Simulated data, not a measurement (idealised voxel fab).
process module | voxel wiring stack
cross-section cut | 155 nm wide | cells 5 nm
A cross-section is a grid of square cells, given in bands from the top down. A band is one or more rows of cells.
Each band's line starts with the height of the band's top and of its bottom, in nm. Then come its materials from left to right, each with its width in nm. One material with "throughout" fills the band from edge to edge. "air" is empty space.
Height 0 is the level under which the wafer as received is all one material. The lowest band goes on downwards, as in "0 down".
A width such as "30 to 40" changes by the same amount from each row of cells to the next, from the band's top row to its bottom row.
"no change" after a step means that no cell of the cross-section changed.
closed voids: empty space of 8 cells or more with no open way to the top, each as width x height at its distance from the left edge, in nm
after a step's settings: what the simulator itself notes on the step
overlay nm, on a step with a mask: how far to the right of its planned place the mask lay; to the left if negative
plan
1 op RECEIVE | material Si
2 op CONFORMAL_DEP | material SiO2 | thk nm 10
3 op DIRECTIONAL_DEP | material TiN | thk nm 5
4 op DIRECTIONAL_DEP | material Ru | thk nm 25
5 op PATTERN | tone cover | mask id METAL_1 | material resist | width nm 30 | pitch nm 45 | thk nm 20 | overlay nm 0
6 op DIRECTIONAL_ETCH | etch materials Ru | depth nm 25
7 op DIRECTIONAL_ETCH | etch materials TiN | depth nm 5
8 op STRIP | etch materials resist
9 op CONFORMAL_DEP | material SiN | thk nm 5
10 op FILL_DEP | material SiO2 | thk nm 5
11 op CMP | height nm 40
12 op CONFORMAL_DEP | material SiCN | thk nm 5
13 op DIRECTIONAL_DEP | material SiO2 | thk nm 30
14 op DIRECTIONAL_DEP | material aC | thk nm 10
15 op PATTERN | tone open | mask id METAL_2_HOLES | material resist | width nm 15 | pitch nm 45 | thk nm 25 | overlay nm 0
16 op DIRECTIONAL_ETCH | etch materials aC | depth nm 10
17 op STRIP | etch materials resist
18 op DIRECTIONAL_ETCH | etch materials SiO2 | depth nm 30
19 op STRIP | etch materials aC
20 op DIRECTIONAL_DEP | material aC | thk nm 15
21 op PATTERN | tone open | mask id METAL_2 | material resist | width nm 30 | pitch nm 45 | thk nm 35 | overlay nm 0
22 op DIRECTIONAL_ETCH | etch materials aC | depth nm 15
23 op STRIP | etch materials resist
24 op DIRECTIONAL_ETCH | etch materials SiO2 | depth nm 15
25 op DIRECTIONAL_ETCH | etch materials SiCN | depth nm 5
26 op STRIP | etch materials aC
27 op CONFORMAL_DEP | material TiN | thk nm 5
28 op FILL_DEP | material Cu | thk nm 5
29 op CMP | height nm 75
30 op CONFORMAL_DEP | material SiCN | thk nm 5
31 op DIRECTIONAL_DEP | material lowk | thk nm 10
32 op DIRECTIONAL_DEP | material aC | thk nm 15
33 op PATTERN | tone open | mask id PLUG_2 | material resist | width nm 15 | pitch nm 45 | thk nm 30 | overlay nm 0
34 op DIRECTIONAL_ETCH | etch materials aC | depth nm 15
35 op STRIP | etch materials resist
36 op DIRECTIONAL_ETCH | etch materials lowk | depth nm 10
37 op DIRECTIONAL_ETCH | etch materials SiCN | depth nm 5
38 op STRIP | etch materials aC
39 op CONFORMAL_DEP | material TiN | thk nm 5
40 op FILL_DEP | material Cu | thk nm 5
41 op CMP | height nm 90
42 op DIRECTIONAL_DEP | material TiN | thk nm 5
43 op DIRECTIONAL_DEP | material W | thk nm 20
44 op DIRECTIONAL_DEP | material aC | thk nm 15
45 op PATTERN | tone cover | mask id METAL_3 | material resist | width nm 30 | pitch nm 45 | thk nm 30 | overlay nm 0
46 op DIRECTIONAL_ETCH | etch materials aC | depth nm 15
47 op STRIP | etch materials resist
48 op DIRECTIONAL_ETCH | etch materials W | depth nm 20
49 op DIRECTIONAL_ETCH | etch materials TiN | depth nm 5
50 op STRIP | etch materials aC
51 op CONFORMAL_DEP | material SiN | thk nm 5
52 op FILL_DEP | material lowk | thk nm 5
53 op CMP | height nm 115
54 op CONFORMAL_DEP | material SiN | thk nm 5
first wafer, as planned
as received, after step 1
  0 down: Si throughout
  closed voids: none
after step 2
  10 to 0: SiO2 throughout
  below 0: unchanged
after step 3
  15 to 10: TiN throughout
  below 10: unchanged
after step 4
  40 to 15: Ru throughout
  below 15: unchanged
after step 5
  60 to 40: air 15 | resist 30 | air 15 | resist 30 | air 15 | resist 30 | air 20
  below 40: unchanged
after step 6
  60 to 40: air 15 | resist 30 | air 15 | resist 30 | air 15 | resist 30 | air 20
  40 to 15: air 15 | Ru 30 | air 15 | Ru 30 | air 15 | Ru 30 | air 20
  below 15: unchanged
after step 7
  60 to 40: air 15 | resist 30 | air 15 | resist 30 | air 15 | resist 30 | air 20
  40 to 15: air 15 | Ru 30 | air 15 | Ru 30 | air 15 | Ru 30 | air 20
  15 to 10: air 15 | TiN 30 | air 15 | TiN 30 | air 15 | TiN 30 | air 20
  below 10: unchanged
after step 8
  40 to 15: air 15 | Ru 30 | air 15 | Ru 30 | air 15 | Ru 30 | air 20
  below 15: unchanged
after step 9
  45 to 40: air 10 | SiN 40 | air 5 | SiN 40 | air 5 | SiN 40 | air 15
  40 to 15: air 10 | SiN 5 | Ru 30 | SiN 5 | air 5 | SiN 5 | Ru 30 | SiN 5 | air 5 | SiN 5 | Ru 30 | SiN 5 | air 15
  15 to 10: SiN 15 | TiN 30 | SiN 15 | TiN 30 | SiN 15 | TiN 30 | SiN 20
  below 10: unchanged
after step 10
  50 to 45: SiO2 throughout
  45 to 40: SiO2 10 | SiN 40 | SiO2 5 | SiN 40 | SiO2 5 | SiN 40 | SiO2 15
  40 to 15: SiO2 10 | SiN 5 | Ru 30 | SiN 5 | SiO2 5 | SiN 5 | Ru 30 | SiN 5 | SiO2 5 | SiN 5 | Ru 30 | SiN 5 | SiO2 15
  below 15: unchanged
after step 11
  40 to 15: SiO2 10 | SiN 5 | Ru 30 | SiN 5 | SiO2 5 | SiN 5 | Ru 30 | SiN 5 | SiO2 5 | SiN 5 | Ru 30 | SiN 5 | SiO2 15
  below 15: unchanged
after step 12
  45 to 40: SiCN throughout
  below 40: unchanged
after step 13
  75 to 45: SiO2 throughout
  below 45: unchanged
after step 14
  85 to 75: aC throughout
  below 75: unchanged
after step 15
  110 to 85: resist 15 | air 15 | resist 30 | air 15 | resist 30 | air 15 | resist 35
  below 85: unchanged
after step 16
  100 to 85: resist 15 | air 15 | resist 30 | air 15 | resist 30 | air 15 | resist 35
  85 to 75: aC 15 | air 15 | aC 30 | air 15 | aC 30 | air 15 | aC 35
  below 75: unchanged
after step 17
  85 to 75: aC 15 | air 15 | aC 30 | air 15 | aC 30 | air 15 | aC 35
  below 75: unchanged
after step 18
  85 to 75: aC 15 | air 15 | aC 30 | air 15 | aC 30 | air 15 | aC 35
  75 to 45: SiO2 15 | air 15 | SiO2 30 | air 15 | SiO2 30 | air 15 | SiO2 35
  below 45: unchanged
after step 19
  75 to 45: SiO2 15 | air 15 | SiO2 30 | air 15 | SiO2 30 | air 15 | SiO2 35
  below 45: unchanged
after step 20
  90 to 75: aC 15 | air 15 | aC 30 | air 15 | aC 30 | air 15 | aC 35
  75 to 60: SiO2 15 | air 15 | SiO2 30 | air 15 | SiO2 30 | air 15 | SiO2 35
  60 to 45: SiO2 15 | aC 15 | SiO2 30 | aC 15 | SiO2 30 | aC 15 | SiO2 35
  below 45: unchanged
after step 21
  125 to 90: resist 15 | air 30 | resist 15 | air 30 | resist 15 | air 30 | resist 20
  below 90: unchanged
after step 22
  110 to 90: resist 15 | air 30 | resist 15 | air 30 | resist 15 | air 30 | resist 20
  90 to 75: aC 15 | air 30 | aC 15 | air 30 | aC 15 | air 30 | aC 20
  75 to 45: SiO2 15 | air 15 | SiO2 30 | air 15 | SiO2 30 | air 15 | SiO2 35
  below 45: unchanged
after step 23
  90 to 75: aC 15 | air 30 | aC 15 | air 30 | aC 15 | air 30 | aC 20
  below 75: unchanged
after step 24
  90 to 75: aC 15 | air 30 | aC 15 | air 30 | aC 15 | air 30 | aC 20
  75 to 60: SiO2 15 | air 30 | SiO2 15 | air 30 | SiO2 15 | air 30 | SiO2 20
  below 60: unchanged
after step 25
  90 to 75: aC 15 | air 30 | aC 15 | air 30 | aC 15 | air 30 | aC 20
  75 to 60: SiO2 15 | air 30 | SiO2 15 | air 30 | SiO2 15 | air 30 | SiO2 20
  60 to 45: SiO2 15 | air 15 | SiO2 30 | air 15 | SiO2 30 | air 15 | SiO2 35
  45 to 40: SiCN 15 | air 15 | SiCN 30 | air 15 | SiCN 30 | air 15 | SiCN 35
  below 40: unchanged
after step 26
  75 to 60: SiO2 15 | air 30 | SiO2 15 | air 30 | SiO2 15 | air 30 | SiO2 20
  below 60: unchanged
after step 27
  80 to 75: TiN 20 | air 20 | TiN 25 | air 20 | TiN 25 | air 20 | TiN 25
  75 to 65: SiO2 15 | TiN 5 | air 20 | TiN 5 | SiO2 15 | TiN 5 | air 20 | TiN 5 | SiO2 15 | TiN 5 | air 20 | TiN 5 | SiO2 20
  65 to 60: SiO2 15 | TiN 5 | air 5 | TiN 20 | SiO2 15 | TiN 5 | air 5 | TiN 20 | SiO2 15 | TiN 5 | air 5 | TiN 20 | SiO2 20
  60 to 45: SiO2 15 | TiN 5 | air 5 | TiN 5 | SiO2 30 | TiN 5 | air 5 | TiN 5 | SiO2 30 | TiN 5 | air 5 | TiN 5 | SiO2 35
  45 to 40: SiCN 15 | TiN 15 | SiCN 30 | TiN 15 | SiCN 30 | TiN 15 | SiCN 35
  below 40: unchanged
after step 28
  85 to 80: Cu throughout
  80 to 75: TiN 20 | Cu 20 | TiN 25 | Cu 20 | TiN 25 | Cu 20 | TiN 25
  75 to 65: SiO2 15 | TiN 5 | Cu 20 | TiN 5 | SiO2 15 | TiN 5 | Cu 20 | TiN 5 | SiO2 15 | TiN 5 | Cu 20 | TiN 5 | SiO2 20
  65 to 60: SiO2 15 | TiN 5 | Cu 5 | TiN 20 | SiO2 15 | TiN 5 | Cu 5 | TiN 20 | SiO2 15 | TiN 5 | Cu 5 | TiN 20 | SiO2 20
  60 to 45: SiO2 15 | TiN 5 | Cu 5 | TiN 5 | SiO2 30 | TiN 5 | Cu 5 | TiN 5 | SiO2 30 | TiN 5 | Cu 5 | TiN 5 | SiO2 35
  below 45: unchanged
after step 29
  75 to 65: SiO2 15 | TiN 5 | Cu 20 | TiN 5 | SiO2 15 | TiN 5 | Cu 20 | TiN 5 | SiO2 15 | TiN 5 | Cu 20 | TiN 5 | SiO2 20
  below 65: unchanged
after step 30
  80 to 75: SiCN throughout
  below 75: unchanged
after step 31
  90 to 80: lowk throughout
  below 80: unchanged
after step 32
  105 to 90: aC throughout
  below 90: unchanged
after step 33
  135 to 105: resist 15 | air 15 | resist 30 | air 15 | resist 30 | air 15 | resist 35
  below 105: unchanged
after step 34
  120 to 105: resist 15 | air 15 | resist 30 | air 15 | resist 30 | air 15 | resist 35
  105 to 90: aC 15 | air 15 | aC 30 | air 15 | aC 30 | air 15 | aC 35
  below 90: unchanged
after step 35
  105 to 90: aC 15 | air 15 | aC 30 | air 15 | aC 30 | air 15 | aC 35
  below 90: unchanged
after step 36
  105 to 90: aC 15 | air 15 | aC 30 | air 15 | aC 30 | air 15 | aC 35
  90 to 80: lowk 15 | air 15 | lowk 30 | air 15 | lowk 30 | air 15 | lowk 35
  below 80: unchanged
after step 37
  105 to 90: aC 15 | air 15 | aC 30 | air 15 | aC 30 | air 15 | aC 35
  90 to 80: lowk 15 | air 15 | lowk 30 | air 15 | lowk 30 | air 15 | lowk 35
  80 to 75: SiCN 15 | air 15 | SiCN 30 | air 15 | SiCN 30 | air 15 | SiCN 35
  below 75: unchanged
after step 38
  90 to 80: lowk 15 | air 15 | lowk 30 | air 15 | lowk 30 | air 15 | lowk 35
  below 80: unchanged
after step 39
  95 to 90: TiN 20 | air 5 | TiN 40 | air 5 | TiN 40 | air 5 | TiN 40
  90 to 80: lowk 15 | TiN 5 | air 5 | TiN 5 | lowk 30 | TiN 5 | air 5 | TiN 5 | lowk 30 | TiN 5 | air 5 | TiN 5 | lowk 35
  80 to 75: SiCN 15 | TiN 15 | SiCN 30 | TiN 15 | SiCN 30 | TiN 15 | SiCN 35
  below 75: unchanged
after step 40
  100 to 95: Cu throughout
  95 to 90: TiN 20 | Cu 5 | TiN 40 | Cu 5 | TiN 40 | Cu 5 | TiN 40
  90 to 80: lowk 15 | TiN 5 | Cu 5 | TiN 5 | lowk 30 | TiN 5 | Cu 5 | TiN 5 | lowk 30 | TiN 5 | Cu 5 | TiN 5 | lowk 35
  below 80: unchanged
after step 41
  90 to 80: lowk 15 | TiN 5 | Cu 5 | TiN 5 | lowk 30 | TiN 5 | Cu 5 | TiN 5 | lowk 30 | TiN 5 | Cu 5 | TiN 5 | lowk 35
  below 80: unchanged
after step 42
  95 to 90: TiN throughout
  below 90: unchanged
after step 43
  115 to 95: W throughout
  below 95: unchanged
after step 44
  130 to 115: aC throughout
  below 115: unchanged
after step 45
  160 to 130: air 15 | resist 30 | air 15 | resist 30 | air 15 | resist 30 | air 20
  below 130: unchanged
after step 46
  145 to 130: air 15 | resist 30 | air 15 | resist 30 | air 15 | resist 30 | air 20
  130 to 115: air 15 | aC 30 | air 15 | aC 30 | air 15 | aC 30 | air 20
  below 115: unchanged
after step 47
  130 to 115: air 15 | aC 30 | air 15 | aC 30 | air 15 | aC 30 | air 20
  below 115: unchanged
after step 48
  130 to 115: air 15 | aC 30 | air 15 | aC 30 | air 15 | aC 30 | air 20
  115 to 95: air 15 | W 30 | air 15 | W 30 | air 15 | W 30 | air 20
  below 95: unchanged
after step 49
  130 to 115: air 15 | aC 30 | air 15 | aC 30 | air 15 | aC 30 | air 20
  115 to 95: air 15 | W 30 | air 15 | W 30 | air 15 | W 30 | air 20
  95 to 90: air 15 | TiN 30 | air 15 | TiN 30 | air 15 | TiN 30 | air 20
  below 90: unchanged
after step 50
  115 to 95: air 15 | W 30 | air 15 | W 30 | air 15 | W 30 | air 20
  below 95: unchanged
after step 51
  120 to 115: air 10 | SiN 40 | air 5 | SiN 40 | air 5 | SiN 40 | air 15
  115 to 95: air 10 | SiN 5 | W 30 | SiN 5 | air 5 | SiN 5 | W 30 | SiN 5 | air 5 | SiN 5 | W 30 | SiN 5 | air 15
  95 to 90: SiN 15 | TiN 30 | SiN 15 | TiN 30 | SiN 15 | TiN 30 | SiN 20
  below 90: unchanged
after step 52
  125 to 120: lowk throughout
  120 to 115: lowk 10 | SiN 40 | lowk 5 | SiN 40 | lowk 5 | SiN 40 | lowk 15
  115 to 95: lowk 10 | SiN 5 | W 30 | SiN 5 | lowk 5 | SiN 5 | W 30 | SiN 5 | lowk 5 | SiN 5 | W 30 | SiN 5 | lowk 15
  below 95: unchanged
after step 53
  115 to 95: lowk 10 | SiN 5 | W 30 | SiN 5 | lowk 5 | SiN 5 | W 30 | SiN 5 | lowk 5 | SiN 5 | W 30 | SiN 5 | lowk 15
  below 95: unchanged
after step 54
  120 to 115: SiN throughout
  below 115: unchanged
second wafer: like start, like plan, one mistake. Through step 2 it matches the first wafer
when step 3 should have ended: no change
when step 4 should have ended
  35 to 10: Ru throughout
  below 10: unchanged
when step 5 should have ended
  55 to 35: air 15 | resist 30 | air 15 | resist 30 | air 15 | resist 30 | air 20
  below 35: unchanged
when step 6 should have ended
  55 to 35: air 15 | resist 30 | air 15 | resist 30 | air 15 | resist 30 | air 20
  35 to 10: air 15 | Ru 30 | air 15 | Ru 30 | air 15 | Ru 30 | air 20
  below 10: unchanged
when step 7 should have ended: no change
when step 8 should have ended
  35 to 10: air 15 | Ru 30 | air 15 | Ru 30 | air 15 | Ru 30 | air 20
  below 10: unchanged
when step 9 should have ended
  40 to 35: air 10 | SiN 40 | air 5 | SiN 40 | air 5 | SiN 40 | air 15
  35 to 15: air 10 | SiN 5 | Ru 30 | SiN 5 | air 5 | SiN 5 | Ru 30 | SiN 5 | air 5 | SiN 5 | Ru 30 | SiN 5 | air 15
  15 to 10: SiN 15 | Ru 30 | SiN 15 | Ru 30 | SiN 15 | Ru 30 | SiN 20
  below 10: unchanged
when step 10 should have ended
  45 to 40: SiO2 throughout
  40 to 35: SiO2 10 | SiN 40 | SiO2 5 | SiN 40 | SiO2 5 | SiN 40 | SiO2 15
  35 to 15: SiO2 10 | SiN 5 | Ru 30 | SiN 5 | SiO2 5 | SiN 5 | Ru 30 | SiN 5 | SiO2 5 | SiN 5 | Ru 30 | SiN 5 | SiO2 15
  below 15: unchanged
when step 11 should have ended
  40 to 35: SiO2 10 | SiN 40 | SiO2 5 | SiN 40 | SiO2 5 | SiN 40 | SiO2 15
  below 35: unchanged
when step 12 should have ended
  45 to 40: SiCN throughout
  below 40: unchanged
when step 13 should have ended
  75 to 45: SiO2 throughout
  below 45: unchanged
when step 14 should have ended
  85 to 75: aC throughout
  below 75: unchanged
when step 15 should have ended
  110 to 85: resist 15 | air 15 | resist 30 | air 15 | resist 30 | air 15 | resist 35
  below 85: unchanged
when step 16 should have ended
  100 to 85: resist 15 | air 15 | resist 30 | air 15 | resist 30 | air 15 | resist 35
  85 to 75: aC 15 | air 15 | aC 30 | air 15 | aC 30 | air 15 | aC 35
  below 75: unchanged
when step 17 should have ended
  85 to 75: aC 15 | air 15 | aC 30 | air 15 | aC 30 | air 15 | aC 35
  below 75: unchanged
when step 18 should have ended
  85 to 75: aC 15 | air 15 | aC 30 | air 15 | aC 30 | air 15 | aC 35
  75 to 45: SiO2 15 | air 15 | SiO2 30 | air 15 | SiO2 30 | air 15 | SiO2 35
  below 45: unchanged
when step 19 should have ended
  75 to 45: SiO2 15 | air 15 | SiO2 30 | air 15 | SiO2 30 | air 15 | SiO2 35
  below 45: unchanged
when step 20 should have ended
  90 to 75: aC 15 | air 15 | aC 30 | air 15 | aC 30 | air 15 | aC 35
  75 to 60: SiO2 15 | air 15 | SiO2 30 | air 15 | SiO2 30 | air 15 | SiO2 35
  60 to 45: SiO2 15 | aC 15 | SiO2 30 | aC 15 | SiO2 30 | aC 15 | SiO2 35
  below 45: unchanged
when step 21 should have ended
  125 to 90: resist 15 | air 30 | resist 15 | air 30 | resist 15 | air 30 | resist 20
  below 90: unchanged
when step 22 should have ended
  110 to 90: resist 15 | air 30 | resist 15 | air 30 | resist 15 | air 30 | resist 20
  90 to 75: aC 15 | air 30 | aC 15 | air 30 | aC 15 | air 30 | aC 20
  75 to 45: SiO2 15 | air 15 | SiO2 30 | air 15 | SiO2 30 | air 15 | SiO2 35
  below 45: unchanged
when step 23 should have ended
  90 to 75: aC 15 | air 30 | aC 15 | air 30 | aC 15 | air 30 | aC 20
  below 75: unchanged
when step 24 should have ended
  90 to 75: aC 15 | air 30 | aC 15 | air 30 | aC 15 | air 30 | aC 20
  75 to 60: SiO2 15 | air 30 | SiO2 15 | air 30 | SiO2 15 | air 30 | SiO2 20
  below 60: unchanged
when step 25 should have ended
  90 to 75: aC 15 | air 30 | aC 15 | air 30 | aC 15 | air 30 | aC 20
  75 to 60: SiO2 15 | air 30 | SiO2 15 | air 30 | SiO2 15 | air 30 | SiO2 20
  60 to 45: SiO2 15 | air 15 | SiO2 30 | air 15 | SiO2 30 | air 15 | SiO2 35
  45 to 40: SiCN 15 | air 15 | SiCN 30 | air 15 | SiCN 30 | air 15 | SiCN 35
  below 40: unchanged
when step 26 should have ended
  75 to 60: SiO2 15 | air 30 | SiO2 15 | air 30 | SiO2 15 | air 30 | SiO2 20
  below 60: unchanged
when step 27 should have ended
  80 to 75: TiN 20 | air 20 | TiN 25 | air 20 | TiN 25 | air 20 | TiN 25
  75 to 65: SiO2 15 | TiN 5 | air 20 | TiN 5 | SiO2 15 | TiN 5 | air 20 | TiN 5 | SiO2 15 | TiN 5 | air 20 | TiN 5 | SiO2 20
  65 to 60: SiO2 15 | TiN 5 | air 5 | TiN 20 | SiO2 15 | TiN 5 | air 5 | TiN 20 | SiO2 15 | TiN 5 | air 5 | TiN 20 | SiO2 20
  60 to 45: SiO2 15 | TiN 5 | air 5 | TiN 5 | SiO2 30 | TiN 5 | air 5 | TiN 5 | SiO2 30 | TiN 5 | air 5 | TiN 5 | SiO2 35
  45 to 40: SiCN 15 | TiN 15 | SiCN 30 | TiN 15 | SiCN 30 | TiN 15 | SiCN 35
  below 40: unchanged
when step 28 should have ended
  85 to 80: Cu throughout
  80 to 75: TiN 20 | Cu 20 | TiN 25 | Cu 20 | TiN 25 | Cu 20 | TiN 25
  75 to 65: SiO2 15 | TiN 5 | Cu 20 | TiN 5 | SiO2 15 | TiN 5 | Cu 20 | TiN 5 | SiO2 15 | TiN 5 | Cu 20 | TiN 5 | SiO2 20
  65 to 60: SiO2 15 | TiN 5 | Cu 5 | TiN 20 | SiO2 15 | TiN 5 | Cu 5 | TiN 20 | SiO2 15 | TiN 5 | Cu 5 | TiN 20 | SiO2 20
  60 to 45: SiO2 15 | TiN 5 | Cu 5 | TiN 5 | SiO2 30 | TiN 5 | Cu 5 | TiN 5 | SiO2 30 | TiN 5 | Cu 5 | TiN 5 | SiO2 35
  below 45: unchanged
when step 29 should have ended
  75 to 65: SiO2 15 | TiN 5 | Cu 20 | TiN 5 | SiO2 15 | TiN 5 | Cu 20 | TiN 5 | SiO2 15 | TiN 5 | Cu 20 | TiN 5 | SiO2 20
  below 65: unchanged
when step 30 should have ended
  80 to 75: SiCN throughout
  below 75: unchanged
when step 31 should have ended
  90 to 80: lowk throughout
  below 80: unchanged
when step 32 should have ended
  105 to 90: aC throughout
  below 90: unchanged
when step 33 should have ended
  135 to 105: resist 15 | air 15 | resist 30 | air 15 | resist 30 | air 15 | resist 35
  below 105: unchanged
when step 34 should have ended
  120 to 105: resist 15 | air 15 | resist 30 | air 15 | resist 30 | air 15 | resist 35
  105 to 90: aC 15 | air 15 | aC 30 | air 15 | aC 30 | air 15 | aC 35
  below 90: unchanged
when step 35 should have ended
  105 to 90: aC 15 | air 15 | aC 30 | air 15 | aC 30 | air 15 | aC 35
  below 90: unchanged
when step 36 should have ended
  105 to 90: aC 15 | air 15 | aC 30 | air 15 | aC 30 | air 15 | aC 35
  90 to 80: lowk 15 | air 15 | lowk 30 | air 15 | lowk 30 | air 15 | lowk 35
  below 80: unchanged
when step 37 should have ended
  105 to 90: aC 15 | air 15 | aC 30 | air 15 | aC 30 | air 15 | aC 35
  90 to 80: lowk 15 | air 15 | lowk 30 | air 15 | lowk 30 | air 15 | lowk 35
  80 to 75: SiCN 15 | air 15 | SiCN 30 | air 15 | SiCN 30 | air 15 | SiCN 35
  below 75: unchanged
when step 38 should have ended
  90 to 80: lowk 15 | air 15 | lowk 30 | air 15 | lowk 30 | air 15 | lowk 35
  below 80: unchanged
when step 39 should have ended
  95 to 90: TiN 20 | air 5 | TiN 40 | air 5 | TiN 40 | air 5 | TiN 40
  90 to 80: lowk 15 | TiN 5 | air 5 | TiN 5 | lowk 30 | TiN 5 | air 5 | TiN 5 | lowk 30 | TiN 5 | air 5 | TiN 5 | lowk 35
  80 to 75: SiCN 15 | TiN 15 | SiCN 30 | TiN 15 | SiCN 30 | TiN 15 | SiCN 35
  below 75: unchanged
when step 40 should have ended
  100 to 95: Cu throughout
  95 to 90: TiN 20 | Cu 5 | TiN 40 | Cu 5 | TiN 40 | Cu 5 | TiN 40
  90 to 80: lowk 15 | TiN 5 | Cu 5 | TiN 5 | lowk 30 | TiN 5 | Cu 5 | TiN 5 | lowk 30 | TiN 5 | Cu 5 | TiN 5 | lowk 35
  below 80: unchanged
when step 41 should have ended
  90 to 80: lowk 15 | TiN 5 | Cu 5 | TiN 5 | lowk 30 | TiN 5 | Cu 5 | TiN 5 | lowk 30 | TiN 5 | Cu 5 | TiN 5 | lowk 35
  below 80: unchanged
when step 42 should have ended
  95 to 90: TiN throughout
  below 90: unchanged
when step 43 should have ended
  115 to 95: W throughout
  below 95: unchanged
when step 44 should have ended
  130 to 115: aC throughout
  below 115: unchanged
when step 45 should have ended
  160 to 130: air 15 | resist 30 | air 15 | resist 30 | air 15 | resist 30 | air 20
  below 130: unchanged
when step 46 should have ended
  145 to 130: air 15 | resist 30 | air 15 | resist 30 | air 15 | resist 30 | air 20
  130 to 115: air 15 | aC 30 | air 15 | aC 30 | air 15 | aC 30 | air 20
  below 115: unchanged
when step 47 should have ended
  130 to 115: air 15 | aC 30 | air 15 | aC 30 | air 15 | aC 30 | air 20
  below 115: unchanged
when step 48 should have ended
  130 to 115: air 15 | aC 30 | air 15 | aC 30 | air 15 | aC 30 | air 20
  115 to 95: air 15 | W 30 | air 15 | W 30 | air 15 | W 30 | air 20
  below 95: unchanged
when step 49 should have ended
  130 to 115: air 15 | aC 30 | air 15 | aC 30 | air 15 | aC 30 | air 20
  115 to 95: air 15 | W 30 | air 15 | W 30 | air 15 | W 30 | air 20
  95 to 90: air 15 | TiN 30 | air 15 | TiN 30 | air 15 | TiN 30 | air 20
  below 90: unchanged
when step 50 should have ended
  115 to 95: air 15 | W 30 | air 15 | W 30 | air 15 | W 30 | air 20
  below 95: unchanged
when step 51 should have ended
  120 to 115: air 10 | SiN 40 | air 5 | SiN 40 | air 5 | SiN 40 | air 15
  115 to 95: air 10 | SiN 5 | W 30 | SiN 5 | air 5 | SiN 5 | W 30 | SiN 5 | air 5 | SiN 5 | W 30 | SiN 5 | air 15
  95 to 90: SiN 15 | TiN 30 | SiN 15 | TiN 30 | SiN 15 | TiN 30 | SiN 20
  below 90: unchanged
when step 52 should have ended
  125 to 120: lowk throughout
  120 to 115: lowk 10 | SiN 40 | lowk 5 | SiN 40 | lowk 5 | SiN 40 | lowk 15
  115 to 95: lowk 10 | SiN 5 | W 30 | SiN 5 | lowk 5 | SiN 5 | W 30 | SiN 5 | lowk 5 | SiN 5 | W 30 | SiN 5 | lowk 15
  below 95: unchanged
when step 53 should have ended
  115 to 95: lowk 10 | SiN 5 | W 30 | SiN 5 | lowk 5 | SiN 5 | W 30 | SiN 5 | lowk 5 | SiN 5 | W 30 | SiN 5 | lowk 15
  below 95: unchanged
when step 54 should have ended
  120 to 115: SiN throughout
  below 115: unchanged
what went wrong: step 3 was left out
at the end the second wafer has, in cells: 18 more of SiN | 18 fewer of TiN
